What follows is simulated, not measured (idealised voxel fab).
Process module heading - voxel fin reveal
FYI the section here is cut, 200 nm wide, cells are 5 nm squares.
A cross-section in this document is a grid of square cells, and it is written down as bands, the top band listed before the ones below it; a band is made up of one or more rows of cells. Top height, bottom height, nm. Materials left to right, width each, nm. Single material + "all across" = fills band edge to edge. "empty" = empty. Height datum 0, below which the as-received substrate wafer is one material. Lowest band open at the bottom, running downward: "top 0, no bottom". Width: "30->40" (first number = top row, second number = bottom row, same change from row to row of cells). When a step is marked "nothing got changed", none of the cells in the cross-section changed during that step. The entry "Fully sealed cavities" lists the empty spaces that cover at least 8 cells and have no open path to the top. Each is written as width x height at distance, where the distance is measured from the left edge and all three values are in nm. On a step's line, text after the settings is the simulator commenting on that step. overlay nm: right-of-plan distance of the mask on a masked step; negative values mean left-of-plan.

**Set out below are the planned steps of the process**
| 1 | RECEIVE | material Si |
| 2 | CONFORMAL_DEP | material SiN | thk nm 10 |
| 3 | MASKED_ETCH | tone cover | mask id FINS | width nm 15 | pitch nm 45 | etch materials SiN | depth nm 10 | overlay nm 0 |
| 4 | MASKED_ETCH | tone cover | mask id FINS | width nm 15 | pitch nm 45 | etch materials Si | depth nm 40 | overlay nm 0 |
| 5 | OXIDIZE | depth nm 5 |
| 6 | FILL_DEP | material SiO2 | thk nm 10 |
| 7 | CMP | height nm 10 |
| 8 | SELECTIVE_ETCH | etch materials SiO2 | depth nm 40 |
| 9 | STRIP | etch materials SiN |

**Cross-section of the wafer as it came to us, i.e., already through step 1**
- top 0, no bottom  Si all across
- Fully sealed cavities: none

**Post-module cross-section of the first of two wafers (run per plan)**
- top 0, bottom -30  75 empty, then 5 Si, then 40 empty, then 5 Si, then 75 empty
- top -30, bottom -45  75 SiO2, then 5 Si, then 40 SiO2, then 5 Si, then 75 SiO2
- top -45, no bottom  Si all across
- Fully sealed cavities: none

**Second wafer cross-section at end of module - shared start and plan with the first, one mistake in the run**
- top 0, bottom -45  75 empty, then 5 Si, then 40 empty, then 5 Si, then 75 empty
- top -45, no bottom  Si all across
- Fully sealed cavities: none
Short version of what went wrong: step 8 was run twice
The second wafer ends with more or fewer cells of some materials than the first, per final count: -114 SiO2
